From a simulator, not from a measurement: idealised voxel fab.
The name of this process module is voxel transistor to metal.
Section shown: cut. Width: 175 nm. Cell size: 5 nm, square.
Think of the cross-section as a grid of square cells. We describe it in bands, top to bottom, and each band covers one or more rows of those cells.
First you get the band's top height and its bottom height, in nm, and then the materials it's made of, left to right, with each width in nm. If you see a single material with "edge to edge", that one covers the band edge to edge. "blank" is empty space.
Height 0 is the level under which the wafer as received is all one material. The lowest band goes on downwards, as in "0 -> down".
The expression "30->40" gives the width at the extremes of the band, the first number at its top row of cells and the second at its bottom row, with the width changing by equal amounts from each row to the next in between.
Take "nothing was modified" at face value: in the step it is given for, the cross-section changed in none of its cells.
"Enclosed void inventory" - sealed voids, min. 8 cells, no opening to top; format: width x height at distance (distance from left edge; nm throughout).
What comes after the settings on a step's line is commentary from the simulator itself on that step.
A step's line can hold "overlay nm"; with a mask on that step, the setting says how far right of the planned place the mask lay, while a negative setting says it lay to the left.
## Steps planned for the process
1) RECEIVE, material Si
2) OXIDIZE, depth nm 5
3) CONFORMAL_DEP, material SiN, thk nm 15
4) DIRECTIONAL_DEP, material aC, thk nm 10
5) PATTERN, tone cover, mask id ACTIVE, material resist, width nm 105, thk nm 30, overlay nm 0
6) DIRECTIONAL_ETCH, etch materials aC, depth nm 10
7) STRIP, etch materials resist
8) DIRECTIONAL_ETCH, etch materials SiN, depth nm 15
9) DIRECTIONAL_ETCH, etch materials SiO2, depth nm 5
10) DIRECTIONAL_ETCH, etch materials Si, depth nm 35
11) STRIP, etch materials aC
12) OXIDIZE, depth nm 5
13) FILL_DEP, material SiO2, thk nm 5
14) CMP, height nm 15
15) SELECTIVE_ETCH, etch materials SiO2, depth nm 5
16) STRIP, etch materials SiN
17) SELECTIVE_ETCH, etch materials SiO2, depth nm 5
18) OXIDIZE, depth nm 5
19) DIRECTIONAL_DEP, material polySi, thk nm 25
20) DIRECTIONAL_DEP, material SiCN, thk nm 10
21) PATTERN, tone cover, mask id GATE, material resist, width nm 15, thk nm 20, overlay nm 0
22) DIRECTIONAL_ETCH, etch materials SiCN, depth nm 20
23) DIRECTIONAL_ETCH, etch materials polySi, depth nm 35
24) STRIP, etch materials resist
25) CONFORMAL_DEP, material SiO2, thk nm 5
26) DIRECTIONAL_ETCH, etch materials SiO2, depth nm 5
27) CONFORMAL_DEP, material SiN, thk nm 5
28) DIRECTIONAL_ETCH, etch materials SiN, depth nm 5
29) DIRECTIONAL_ETCH, etch materials SiO2, depth nm 5
30) DIRECTIONAL_ETCH, etch materials Si, depth nm 5
31) EPI, material pSi, thk nm 5
32) FILL_DEP, material SiO2, thk nm 5
33) CMP, height nm 30
34) DIRECTIONAL_DEP, material SiO2, thk nm 15
35) DIRECTIONAL_DEP, material aC, thk nm 10
36) PATTERN, tone open, mask id CONTACT, material resist, width nm 30, pitch nm 55, thk nm 30, overlay nm 0
37) DIRECTIONAL_ETCH, etch materials aC, depth nm 10
38) STRIP, etch materials resist
39) DIRECTIONAL_ETCH, etch materials SiO2, depth nm 55
40) STRIP, etch materials aC
41) CONFORMAL_DEP, material TiN, thk nm 5
42) FILL_DEP, material W, thk nm 5
43) CMP, height nm 45
44) CONFORMAL_DEP, material SiN, thk nm 5
45) DIRECTIONAL_DEP, material SiO2, thk nm 15
46) PATTERN, tone open, mask id METAL_1, material resist, width nm 20, pitch nm 65, thk nm 20, overlay nm 0
47) DIRECTIONAL_ETCH, etch materials SiO2, depth nm 15
48) DIRECTIONAL_ETCH, etch materials SiN, depth nm 5
49) STRIP, etch materials resist
50) CONFORMAL_DEP, material TiN, thk nm 5
51) FILL_DEP, material Ru, thk nm 5
52) CMP, height nm 65
53) EPI, material Ru, thk nm 5
54) FILL_DEP, material SiCN, thk nm 5
## Cross-sectional view of the wafer in its as-received condition, corresponding to the state after step 1
  0 -> down  Si edge to edge
  Enclosed void inventory: none
## Cross-sectional image of the first of two wafers at the end of the module, the run having proceeded as planned
  75 -> 70  SiCN edge to edge
  70 -> 65  40 nm SiCN | 30 nm Ru | 35 nm SiCN | 30 nm Ru | 40 nm SiCN
  65 -> 50  45 nm SiO2 | 5 nm TiN | 10 nm Ru | 5 nm TiN | 45 nm SiO2 | 5 nm TiN | 10 nm Ru | 5 nm TiN | 45 nm SiO2
  50 -> 45  45 nm SiN | 20 nm TiN | 45 nm SiN | 20 nm TiN | 45 nm SiN
  45 -> 35  45 nm SiO2 | 5 nm TiN | 20 nm W | 5 nm TiN | 25 nm SiO2 | 5 nm TiN | 20 nm W | 5 nm TiN | 45 nm SiO2
  35 -> 30  45 nm SiO2 | 5 nm TiN | 15 nm W | 10 nm TiN | 25 nm SiO2 | 10 nm TiN | 15 nm W | 5 nm TiN | 45 nm SiO2
  30 -> 20  45 nm SiO2 | 5 nm TiN | 15 nm W | 5 nm TiN | 5 nm SiN | 5 nm SiO2 | 15 nm SiCN | 5 nm SiO2 | 5 nm SiN | 5 nm TiN | 15 nm W | 5 nm TiN | 45 nm SiO2
  20 -> 5  45 nm SiO2 | 5 nm TiN | 15 nm W | 5 nm TiN | 5 nm SiN | 5 nm SiO2 | 15 nm polySi | 5 nm SiO2 | 5 nm SiN | 5 nm TiN | 15 nm W | 5 nm TiN | 45 nm SiO2
  5 -> -5  35 nm SiO2 | 5 nm SiN | 5 nm SiO2 | 5 nm TiN | 15->10 nm W | 5->10 nm TiN | 5 nm SiN | 5 nm SiO2 | 15 nm polySi | 5 nm SiO2 | 5 nm SiN | 5->10 nm TiN | 15->10 nm W | 5 nm TiN | 5 nm SiO2 | 5 nm SiN | 35 nm SiO2
  -5 -> -10  45 nm SiO2 | 20 nm TiN | 5 nm pSi | 35 nm SiO2 | 5 nm pSi | 20 nm TiN | 45 nm SiO2
  -10 -> -15  40 nm SiO2 | 30 nm pSi | 35 nm Si | 30 nm pSi | 40 nm SiO2
  -15 -> -45  40 nm SiO2 | 95 nm Si | 40 nm SiO2
  -45 -> down  Si edge to edge
  Enclosed void inventory: none
## Second wafer through the module, sectioned at the end: same beginning and same plan as the first wafer, with one mistake in carrying it out
  75 -> 70  SiCN edge to edge
  70 -> 65  50 nm SiCN | 30 nm Ru | 35 nm SiCN | 30 nm Ru | 30 nm SiCN
  65 -> 50  55 nm SiO2 | 5 nm TiN | 10 nm Ru | 5 nm TiN | 45 nm SiO2 | 5 nm TiN | 10 nm Ru | 5 nm TiN | 35 nm SiO2
  50 -> 45  55 nm SiN | 20 nm TiN | 45 nm SiN | 20 nm TiN | 35 nm SiN
  45 -> 35  45 nm SiO2 | 5 nm TiN | 20 nm W | 5 nm TiN | 25 nm SiO2 | 5 nm TiN | 20 nm W | 5 nm TiN | 45 nm SiO2
  35 -> 30  45 nm SiO2 | 5 nm TiN | 15 nm W | 10 nm TiN | 25 nm SiO2 | 10 nm TiN | 15 nm W | 5 nm TiN | 45 nm SiO2
  30 -> 20  45 nm SiO2 | 5 nm TiN | 15 nm W | 5 nm TiN | 5 nm SiN | 5 nm SiO2 | 15 nm SiCN | 5 nm SiO2 | 5 nm SiN | 5 nm TiN | 15 nm W | 5 nm TiN | 45 nm SiO2
  20 -> 5  45 nm SiO2 | 5 nm TiN | 15 nm W | 5 nm TiN | 5 nm SiN | 5 nm SiO2 | 15 nm polySi | 5 nm SiO2 | 5 nm SiN | 5 nm TiN | 15 nm W | 5 nm TiN | 45 nm SiO2
  5 -> -5  35 nm SiO2 | 5 nm SiN | 5 nm SiO2 | 5 nm TiN | 15->10 nm W | 5->10 nm TiN | 5 nm SiN | 5 nm SiO2 | 15 nm polySi | 5 nm SiO2 | 5 nm SiN | 5->10 nm TiN | 15->10 nm W | 5 nm TiN | 5 nm SiO2 | 5 nm SiN | 35 nm SiO2
  -5 -> -10  45 nm SiO2 | 20 nm TiN | 5 nm pSi | 35 nm SiO2 | 5 nm pSi | 20 nm TiN | 45 nm SiO2
  -10 -> -15  40 nm SiO2 | 30 nm pSi | 35 nm Si | 30 nm pSi | 40 nm SiO2
  -15 -> -45  40 nm SiO2 | 95 nm Si | 40 nm SiO2
  -45 -> down  Si edge to edge
  Enclosed void inventory: none
Deviation from plan: rather than as planned, step 46 actually ran as PATTERN, tone open, mask id METAL_1, material resist, width nm 20, pitch nm 65, thk nm 20, overlay nm 10
By the end, you'd get the same cell count for each material on either wafer, but the second wafer puts them somewhere else.
